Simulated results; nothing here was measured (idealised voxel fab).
The following process module bears the name voxel air gaps.
Cross-sectional view cut (width: 240 nm; square cell size: 5 nm).
In what follows, cross-sections appear as grids of square cells, described through bands that run from the top down, where every band is one or more rows of cells. Top, bottom (nm), then materials left to right with widths (nm); lone material tagged "everywhere" fills the whole band edge to edge; "air" = empty space. The level at which height equals 0 is the one under which the wafer, as it arrives, is entirely one material. No lower edge exists for the bottom band, which continues downward and is notated as in "0 and below". The expression "30..40" gives the width at the extremes of the band, the first number at its top row of cells and the second at its bottom row, with the width changing by equal amounts from each row to the next in between. Step note "remained unchanged" = no cross-section cell changed. Each empty space that has no open way to the top and spans at least 8 cells appears under "Voids, enclosed" as width x height at distance, the distance counted from the left edge, all in nm. That trailing text on a step's line, after the settings, is the simulator's own remark on the step. A step's line can hold "overlay nm"; with a mask on that step, the setting says how far right of the planned place the mask lay, while a negative setting says it lay to the left.

**These are the steps we planned for the process**
1: RECEIVE (material Si)
2: CONFORMAL_DEP (material SiO2; thk nm 10)
3: CONFORMAL_DEP (material SiCN; thk nm 5)
4: DIRECTIONAL_DEP (material SiO2; thk nm 40)
5: MASKED_ETCH (tone open; mask id LINES; width nm 15; pitch nm 45; etch materials SiO2; depth nm 40; overlay nm 0)
6: CONFORMAL_DEP (material TiN; thk nm 5)
7: FILL_DEP (material Cu; thk nm 10)
8: CMP (height nm 55)
9: EPI (material Ru; thk nm 10)
10: SELECTIVE_ETCH (etch materials SiO2; depth nm 50)
11: CONFORMAL_DEP (material SiCN; thk nm 5)

**Incoming wafer, cross-sectional view, post step 1**
* 0 and below | Si everywhere
* Voids, enclosed: none

**Final wafer profile in cross-section after the module, from the same start and plan as above, with one mistake made during processing**
* 70 down to 65 | 30 nm air  180 nm SiCN  30 nm air
* 65 down to 55 | 30 nm air  5 nm SiCN  35 nm Ru  10 nm SiCN  35 nm Ru  10 nm SiCN  35 nm Ru  10 nm SiCN  35 nm Ru  5 nm SiCN  30 nm air
* 55 down to 20 | 30 nm air  5 nm SiCN  10 nm Ru  5 nm TiN  5 nm Cu  5 nm TiN  10 nm Ru  10 nm SiCN  10 nm Ru  5 nm TiN  5 nm Cu  5 nm TiN  10 nm Ru  10 nm SiCN  10 nm Ru  5 nm TiN  5 nm Cu  5 nm TiN  10 nm Ru  10 nm SiCN  10 nm Ru  5 nm TiN  5 nm Cu  5 nm TiN  10 nm Ru  5 nm SiCN  30 nm air
* 20 down to 15 | 35 nm SiCN  10 nm Ru  15 nm TiN  10 nm Ru  10 nm SiCN  10 nm Ru  15 nm TiN  10 nm Ru  10 nm SiCN  10 nm Ru  15 nm TiN  10 nm Ru  10 nm SiCN  10 nm Ru  15 nm TiN  10 nm Ru  35 nm SiCN
* 15 down to 10 | SiCN everywhere
* 10 down to 0 | SiO2 everywhere
* 0 and below | Si everywhere
* Voids, enclosed: none
Deviation noted in wafer processing: steps 9 and 10 got flipped, so each one ran where the other should have
